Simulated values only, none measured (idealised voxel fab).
voxel transistor to metal: a process module
Cross-section cut spans 200 nm and uses square cells 5 nm in size.
Each cross-section below is a grid of square cells, stated as bands in top-down order, with one or more rows of cells making up each band.
Look at the band entry: it leads with the top's height and the bottom's height in nm. Then it lists the materials left to right, with a width in nm for each. The word "everywhere" on a single material says that material fills the band edge to edge. The word "blank" is empty space.
Heights from 0 (as-received wafer is one material below). Bottom band endless downward, as "z 0 and below".
The width entry "30..40" should be interpreted row by row: the top row of cells in the band takes the first number, the bottom row takes the second number, and the change between adjacent rows is uniform throughout.
No cell of the cross-section changed in a step that is given as "nothing altered".
For the entry "Sealed cavities", the listed items are empty spaces with no open way to the top whose size is 8 cells or more; each item follows the pattern width x height at distance, where distance is from the left edge and all three are in nm.
after a step's settings: what the simulator itself notes on the step
The optional step-line setting "overlay nm" applies to steps with a mask and quantifies how far to the right of its planned location the mask lay, a negative value indicating leftward placement.
**Listed below are the process steps as planned**
1 RECEIVE,material Si
2 CONFORMAL_DEP,material SiO2,thk nm 5
3 CONFORMAL_DEP,material SiN,thk nm 10
4 MASKED_ETCH,tone cover,mask id ACTIVE,width nm 115,etch materials SiN,depth nm 10,overlay nm 0
5 MASKED_ETCH,tone cover,mask id ACTIVE,width nm 115,etch materials SiO2,depth nm 5,overlay nm 0
6 MASKED_ETCH,tone cover,mask id ACTIVE,width nm 115,etch materials Si,depth nm 35,overlay nm 0
7 FILL_DEP,material SiO2,thk nm 10
8 CMP,height nm 15
9 SELECTIVE_ETCH,etch materials SiO2,depth nm 10
10 STRIP,etch materials SiN
11 SELECTIVE_ETCH,etch materials SiO2,depth nm 5
12 OXIDIZE,depth nm 5
13 DIRECTIONAL_DEP,material polySi,thk nm 25
14 DIRECTIONAL_DEP,material SiCN,thk nm 15
15 PATTERN,tone cover,mask id GATE,material resist,width nm 35,thk nm 20,overlay nm 0
16 DIRECTIONAL_ETCH,etch materials SiCN,depth nm 25
17 DIRECTIONAL_ETCH,etch materials polySi,depth nm 35
18 STRIP,etch materials resist
19 CONFORMAL_DEP,material SiN,thk nm 5
20 DIRECTIONAL_ETCH,etch materials SiN,depth nm 5
21 DIRECTIONAL_ETCH,etch materials SiO2,depth nm 5
22 EPI,material nSi,thk nm 5
23 FILL_DEP,material SiO2,thk nm 5
24 CMP,height nm 25
25 STRIP,etch materials polySi
26 SELECTIVE_ETCH,etch materials SiO2,depth nm 5
27 CONFORMAL_DEP,material HfO2,thk nm 5
28 CONFORMAL_DEP,material TiN,thk nm 5
29 FILL_DEP,material W,thk nm 5
30 CMP,height nm 20
31 DIRECTIONAL_DEP,material SiO2,thk nm 15
32 DIRECTIONAL_DEP,material aC,thk nm 10
33 PATTERN,tone open,mask id CONTACT,material resist,width nm 15,pitch nm 90,thk nm 25,overlay nm 0
34 DIRECTIONAL_ETCH,etch materials aC,depth nm 10
35 STRIP,etch materials resist
36 DIRECTIONAL_ETCH,etch materials SiO2,depth nm 35
37 STRIP,etch materials aC
38 CONFORMAL_DEP,material TiN,thk nm 5
39 FILL_DEP,material W,thk nm 5
40 CMP,height nm 35
41 CONFORMAL_DEP,material SiCN,thk nm 5
42 DIRECTIONAL_DEP,material SiO2,thk nm 25
43 DIRECTIONAL_DEP,material aC,thk nm 15
44 PATTERN,tone open,mask id METAL_1,material resist,width nm 15,pitch nm 90,thk nm 30,overlay nm 0
45 DIRECTIONAL_ETCH,etch materials aC,depth nm 15
46 STRIP,etch materials resist
47 DIRECTIONAL_ETCH,etch materials SiO2,depth nm 25
48 DIRECTIONAL_ETCH,etch materials SiCN,depth nm 5
49 STRIP,etch materials aC
50 CONFORMAL_DEP,material TiN,thk nm 5
51 FILL_DEP,material Cu,thk nm 5
52 CMP,height nm 65
53 CONFORMAL_DEP,material SiCN,thk nm 5
54 DIRECTIONAL_DEP,material SiO2,thk nm 30
55 PATTERN,tone open,mask id METAL_2,material resist,width nm 15,pitch nm 90,thk nm 20,overlay nm 0
56 DIRECTIONAL_ETCH,etch materials SiO2,depth nm 20
57 STRIP,etch materials resist
58 MASKED_ETCH,tone open,mask id METAL_2_HOLES,width nm 15,pitch nm 90,etch materials SiO2,depth nm 10,overlay nm 0
59 MASKED_ETCH,tone open,mask id METAL_2_HOLES,width nm 15,pitch nm 90,etch materials SiCN,depth nm 5,overlay nm 0
60 CONFORMAL_DEP,material TiN,thk nm 5
61 FILL_DEP,material Ru,thk nm 10
62 CMP,height nm 100
63 CONFORMAL_DEP,material SiCN,thk nm 5
For clarity, it should be stated that the wafers under discussion commence in an identical condition and differ with respect to the width nm of step 44, the plan indicating the value that the first wafer had.
**Here's the first of the wafers in cross-section, just as we got it, i.e. after step 1**
	z 0 and below = Si everywhere
	Sealed cavities: none
**Cross-section, first of several wafers, end of module, after last step 63**
	z 105 to 100 = SiCN everywhere
	z 100 to 70 = SiO2=45  TiN=5  Ru=5  TiN=5  SiO2=75  TiN=5  Ru=5  TiN=5  SiO2=50
	z 70 to 65 = SiCN=45  TiN=15  SiCN=75  TiN=15  SiCN=50
	z 65 to 40 = SiO2=45  TiN=5  Cu=5  TiN=5  SiO2=75  TiN=5  Cu=5  TiN=5  SiO2=50
	z 40 to 35 = SiCN=45  TiN=15  SiCN=75  TiN=15  SiCN=50
	z 35 to 20 = SiO2=45  TiN=5  W=5  TiN=5  SiO2=75  TiN=5  W=5  TiN=5  SiO2=50
	z 20 to 5 = SiO2=45  TiN=5  W=5  TiN=5  SiO2=15  SiN=5  HfO2=5  TiN=5  W=15  TiN=5  HfO2=5  SiN=5  SiO2=15  TiN=5  W=5  TiN=5  SiO2=50
	z 5 to 0 = SiO2=45  TiN=15  SiO2=15  SiN=5  HfO2=5  TiN=25  HfO2=5  SiN=5  SiO2=15  TiN=15  SiO2=50
	z 0 to -5 = SiO2=35  nSi=40  HfO2=45  nSi=40  SiO2=40
	z -5 to -35 = SiO2=40  Si=115  SiO2=45
	z -35 and below = Si everywhere
	Sealed cavities: none
**The module's end: a cross-section of the last wafer**
	z 105 to 100 = SiCN everywhere
	z 100 to 70 = SiO2=45  TiN=5  Ru=5  TiN=5  SiO2=75  TiN=5  Ru=5  TiN=5  SiO2=50
	z 70 to 65 = SiCN=45  TiN=15  SiCN=75  TiN=15  SiCN=50
	z 65 to 40 = SiO2=40  TiN=5  Cu=20  TiN=5  SiO2=60  TiN=5  Cu=20  TiN=5  SiO2=40
	z 40 to 35 = SiCN=40  TiN=30  SiCN=60  TiN=30  SiCN=40
	z 35 to 20 = SiO2=45  TiN=5  W=5  TiN=5  SiO2=75  TiN=5  W=5  TiN=5  SiO2=50
	z 20 to 5 = SiO2=45  TiN=5  W=5  TiN=5  SiO2=15  SiN=5  HfO2=5  TiN=5  W=15  TiN=5  HfO2=5  SiN=5  SiO2=15  TiN=5  W=5  TiN=5  SiO2=50
	z 5 to 0 = SiO2=45  TiN=15  SiO2=15  SiN=5  HfO2=5  TiN=25  HfO2=5  SiN=5  SiO2=15  TiN=15  SiO2=50
	z 0 to -5 = SiO2=35  nSi=40  HfO2=45  nSi=40  SiO2=40
	z -5 to -35 = SiO2=40  Si=115  SiO2=45
	z -35 and below = Si everywhere
	Sealed cavities: none
**Tabulated below, wafer by wafer, are the end-of-module results: for each material, the number of cells gained (+) or lost (-) relative to the as-received state, followed by the closed voids**
width nm 15; +10 Cu; +17 HfO2; +12 Ru; -142 Si; +108 SiCN; +8 SiN; +693 SiO2; +97 TiN; +21 W; +16 nSi; Sealed cavities: none
width nm 20; +20 Cu; +17 HfO2; +12 Ru; -142 Si; +106 SiCN; +8 SiN; +683 SiO2; +99 TiN; +21 W; +16 nSi; Sealed cavities: none
width nm 25; +30 Cu; +17 HfO2; +12 Ru; -142 Si; +104 SiCN; +8 SiN; +673 SiO2; +101 TiN; +21 W; +16 nSi; Sealed cavities: none
width nm 30; +40 Cu; +17 HfO2; +12 Ru; -142 Si; +102 SiCN; +8 SiN; +663 SiO2; +103 TiN; +21 W; +16 nSi; Sealed cavities: none
